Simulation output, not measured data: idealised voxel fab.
Documented hereafter: the process module known as voxel double patterning.
The figure presents cross-section cut, which has a width of 285 nm and is divided into square cells with an edge length of 5 nm.
Cross-section = grid of square cells, listed top down in bands; band = one or more rows. A band entry consists of two parts. The first gives the height of the band's top and the height of its bottom, in nm. The rest lists the band's materials from left to right, each with its width in nm. A single material labelled with the word "throughout" fills the band from edge to edge, and the word "air" marks empty space. Below 0: as-received wafer, all one material; heights counted from there. Lowest band: no bottom, goes on down, written "0 down". Note: "30 to 40" means the width goes from the first number (top row of the band) to the second number (bottom row) in equal steps per row of cells. "no change" after a step means that no cell of the cross-section changed. In the "Closed cavity list" entry, you get each enclosed empty space of 8 cells or more, one with no open way to the top, written width x height at distance, distance from the left edge, in nm. On a step's line, text after the settings is the simulator commenting on that step. Regarding "overlay nm": on a step with a mask, it is the distance the mask lay to the right of its planned place; a negative value places it to the left.

-- Listed below are the process steps as planned
1. RECEIVE: material Si
2. CONFORMAL_DEP: material SiO2, thk nm 5
3. DIRECTIONAL_DEP: material polySi, thk nm 20
4. DIRECTIONAL_DEP: material SiCN, thk nm 5
5. MASKED_ETCH: tone open, mask id FIRST, width nm 15, pitch nm 50, etch materials SiCN, depth nm 5, overlay nm 0
6. MASKED_ETCH: tone open, mask id SECOND, width nm 15, etch materials SiCN, depth nm 5, overlay nm 0
7. DIRECTIONAL_ETCH: etch materials polySi, depth nm 20
8. STRIP: etch materials SiCN

-- Concerning the first of two wafers, which was run in accordance with the plan

-- Cross-section: wafer on arrival = after step 1
* 0 down  Si throughout
* Closed cavity list: none

-- Cross-section through the wafer, step 2 finished
* 5 to 0  SiO2 throughout
* Heights below 0 show no change.

-- Cross-section through the wafer, step 3 finished
* 25 to 5  polySi throughout
* Heights below 5 show no change.

-- Cross-section through the wafer, step 4 finished
* 30 to 25  SiCN throughout
* Heights below 25 show no change.

-- Cross-section through the wafer, step 5 finished
* 30 to 25  SiCN=110  air=15  SiCN=35  air=15  SiCN=110
* Heights below 25 show no change.

-- Cross-section through the wafer, step 6 finished
* 30 to 25  SiCN=110  air=15  SiCN=10  air=15  SiCN=10  air=15  SiCN=110
* Heights below 25 show no change.

-- Cross-section through the wafer, step 7 finished
* 30 to 25  SiCN=110  air=15  SiCN=10  air=15  SiCN=10  air=15  SiCN=110
* 25 to 5  polySi=110  air=15  polySi=10  air=15  polySi=10  air=15  polySi=110
* Heights below 5 show no change.

-- Cross-section through the wafer, step 8 finished
* 25 to 5  polySi=110  air=15  polySi=10  air=15  polySi=10  air=15  polySi=110
* Heights below 5 show no change.

-- Second wafer. Start and plan as for the first. One mistake made in running. Agrees with the first up to and including step 5

-- Here is the second wafer in cross-section at the point where step 6 of the plan should have been done
* 30 to 25  SiCN=110  air=15  SiCN=10  air=20  SiCN=5  air=15  SiCN=110
* Heights below 25 show no change.

-- Here is the second wafer in cross-section at the point where step 7 of the plan should have been done
* 30 to 25  SiCN=110  air=15  SiCN=10  air=20  SiCN=5  air=15  SiCN=110
* 25 to 5  polySi=110  air=15  polySi=10  air=20  polySi=5  air=15  polySi=110
* Heights below 5 show no change.

-- Here is the second wafer in cross-section at the point where step 8 of the plan should have been done
* 25 to 5  polySi=110  air=15  polySi=10  air=20  polySi=5  air=15  polySi=110
* Heights below 5 show no change.
What went wrong in running the wafer? step 6 was processed under conditions differing from the plan, specifically as MASKED_ETCH: tone open, mask id SECOND, width nm 20, etch materials SiCN, depth nm 5, overlay nm 0
Final wafer comparison in cells, second versus first, more or fewer per material: 4 fewer of polySi
